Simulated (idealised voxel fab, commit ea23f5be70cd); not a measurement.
process module | voxel transistor to metal
Cross-sectional view cut (width: 270 nm; square cell size: 5 nm).
This document writes a cross-section as a grid whose cells are square, and gives it as bands, listed from the top down; one or more rows of cells form a band. Heights first: top, then bottom, in nm. Then materials, left to right, each with a width in nm. "everywhere" on a single material: fills the band edge to edge. "blank": empty space. Height datum 0, below which the as-received substrate wafer is one material. Lowest band open at the bottom, running downward: "0 -> down". The width entry "30..40" should be interpreted row by row: the top row of cells in the band takes the first number, the bottom row takes the second number, and the change between adjacent rows is uniform throughout. "no alteration" -> step changed no cross-section cell. You'll see "Enclosed void entries" listing empty spaces that have no way open to the top, as long as they're 8 cells or more; the notation is width x height at distance, where the distance is from the left edge, and all of it is in nm. If you see something after the settings on a step's line, that's the simulator's own remark about that step. overlay nm: mask right of planned place by this much (step with mask). Neg. = left.
The steps planned for the process are as follows
step 1: RECEIVE, material Si
step 2: CONFORMAL_DEP, material SiO2, thk nm 5
step 3: CONFORMAL_DEP, material SiN, thk nm 15
step 4: DIRECTIONAL_DEP, material aC, thk nm 10
step 5: PATTERN, tone cover, mask id ACTIVE, material resist, width nm 105, pitch nm 135, thk nm 25, overlay nm 0
step 6: DIRECTIONAL_ETCH, etch materials aC, depth nm 10
step 7: STRIP, etch materials resist
step 8: DIRECTIONAL_ETCH, etch materials SiN, depth nm 15
step 9: DIRECTIONAL_ETCH, etch materials SiO2, depth nm 5
step 10: DIRECTIONAL_ETCH, etch materials Si, depth nm 20
step 11: STRIP, etch materials aC
step 12: FILL_DEP, material SiO2, thk nm 5
step 13: CMP, height nm 20
step 14: SELECTIVE_ETCH, etch materials SiO2, depth nm 10
step 15: STRIP, etch materials SiN
step 16: SELECTIVE_ETCH, etch materials SiO2, depth nm 5
step 17: OXIDIZE, depth nm 5
step 18: DIRECTIONAL_DEP, material polySi, thk nm 30
step 19: DIRECTIONAL_DEP, material SiCN, thk nm 10
step 20: MASKED_ETCH, tone cover, mask id GATE, width nm 15, pitch nm 135, etch materials SiCN, depth nm 20, overlay nm 0
step 21: MASKED_ETCH, tone cover, mask id GATE, width nm 15, pitch nm 135, etch materials polySi, depth nm 40, overlay nm 0
step 22: CONFORMAL_DEP, material SiN, thk nm 10
step 23: DIRECTIONAL_ETCH, etch materials SiN, depth nm 10
step 24: DIRECTIONAL_ETCH, etch materials SiO2, depth nm 5
step 25: DIRECTIONAL_ETCH, etch materials Si, depth nm 10
step 26: EPI, material nSi, thk nm 10
step 27: FILL_DEP, material SiO2, thk nm 10
step 28: CMP, height nm 40
step 29: DIRECTIONAL_DEP, material SiO2, thk nm 10
step 30: PATTERN, tone open, mask id CONTACT, material resist, width nm 30, thk nm 15, overlay nm 0
step 31: DIRECTIONAL_ETCH, etch materials SiO2, depth nm 55
step 32: STRIP, etch materials resist
step 33: CONFORMAL_DEP, material TiN, thk nm 5
step 34: FILL_DEP, material W, thk nm 5
step 35: CMP, height nm 50
step 36: CONFORMAL_DEP, material SiCN, thk nm 5
step 37: DIRECTIONAL_DEP, material lowk, thk nm 20
step 38: PATTERN, tone open, mask id METAL_1, material resist, width nm 15, thk nm 20, overlay nm 0
step 39: DIRECTIONAL_ETCH, etch materials lowk, depth nm 20
step 40: DIRECTIONAL_ETCH, etch materials SiCN, depth nm 5
step 41: STRIP, etch materials resist
step 42: CONFORMAL_DEP, material TiN, thk nm 5
step 43: FILL_DEP, material Cu, thk nm 5
step 44: CMP, height nm 75
step 45: EPI, material Ru, thk nm 5
step 46: FILL_DEP, material SiCN, thk nm 5
This is the cross-section of the wafer as we received it, i.e. after step 1
    0 -> down: Si everywhere
    Enclosed void entries: none
Here's the wafer cut in cross-section after the module, started and planned just like above, except one thing was done wrong in the run
    85 -> 80: SiCN everywhere
    80 -> 75: 20 of SiCN / 25 of Ru / 45 of SiCN / 25 of Ru / 40 of SiCN / 25 of Ru / 45 of SiCN / 25 of Ru / 20 of SiCN
    75 -> 55: 25 of lowk / 5 of TiN / 5 of Cu / 5 of TiN / 55 of lowk / 5 of TiN / 5 of Cu / 5 of TiN / 50 of lowk / 5 of TiN / 5 of Cu / 5 of TiN / 55 of lowk / 5 of TiN / 5 of Cu / 5 of TiN / 25 of lowk
    55 -> 50: 25 of SiCN / 15 of TiN / 55 of SiCN / 15 of TiN / 50 of SiCN / 15 of TiN / 55 of SiCN / 15 of TiN / 25 of SiCN
    50 -> 40: 25 of SiO2 / 5 of TiN / 20..15 of W / 5..10 of TiN / 25 of SiO2 / 5..10 of TiN / 20..15 of W / 5 of TiN / 50 of SiO2 / 5 of TiN / 20..15 of W / 5..10 of TiN / 25 of SiO2 / 5..10 of TiN / 20..15 of W / 5 of TiN / 25 of SiO2
    40 -> 30: 25 of SiO2 / 5 of TiN / 15 of W / 5 of TiN / 10 of SiN / 15 of SiCN / 10 of SiN / 5 of TiN / 15 of W / 5 of TiN / 50 of SiO2 / 5 of TiN / 15 of W / 5 of TiN / 10 of SiN / 15 of SiCN / 10 of SiN / 5 of TiN / 15 of W / 5 of TiN / 25 of SiO2
    30 -> 10: 25 of SiO2 / 5 of TiN / 15 of W / 5 of TiN / 10 of SiN / 15 of polySi / 10 of SiN / 5 of TiN / 15 of W / 5 of TiN / 50 of SiO2 / 5 of TiN / 15 of W / 5 of TiN / 10 of SiN / 15 of polySi / 10 of SiN / 5 of TiN / 15 of W / 5 of TiN / 25 of SiO2
    10 -> 5: 25 of SiO2 / 25 of TiN / 10 of SiN / 15 of polySi / 10 of SiN / 25 of TiN / 50 of SiO2 / 25 of TiN / 10 of SiN / 15 of polySi / 10 of SiN / 25 of TiN / 25 of SiO2
    5 -> 0: 10 of SiO2 / 10 of SiN / 10 of nSi / 10 of TiN / 10 of nSi / 10 of SiN / 15 of polySi / 10 of SiN / 10 of nSi / 10 of TiN / 10 of nSi / 10 of SiN / 20 of SiO2 / 10 of SiN / 10 of nSi / 10 of TiN / 10 of nSi / 10 of SiN / 15 of polySi / 10 of SiN / 10 of nSi / 10 of TiN / 10 of nSi / 10 of SiN / 10 of SiO2
    0 -> -5: 20 of SiO2 / 10 of nSi / 10 of TiN / 10 of nSi / 35 of SiO2 / 10 of nSi / 10 of TiN / 10 of nSi / 40 of SiO2 / 10 of nSi / 10 of TiN / 10 of nSi / 35 of SiO2 / 10 of nSi / 10 of TiN / 10 of nSi / 20 of SiO2
    -5 -> -15: 15 of SiO2 / 5 of Si / 30 of nSi / 35 of Si / 30 of nSi / 5 of Si / 30 of SiO2 / 5 of Si / 30 of nSi / 35 of Si / 30 of nSi / 5 of Si / 15 of SiO2
    -15 -> down: Si everywhere
    Enclosed void entries: none
Nonconformance to the process plan: note that step 10 departed from the planned setting and was carried out as DIRECTIONAL_ETCH, etch materials Si, depth nm 15
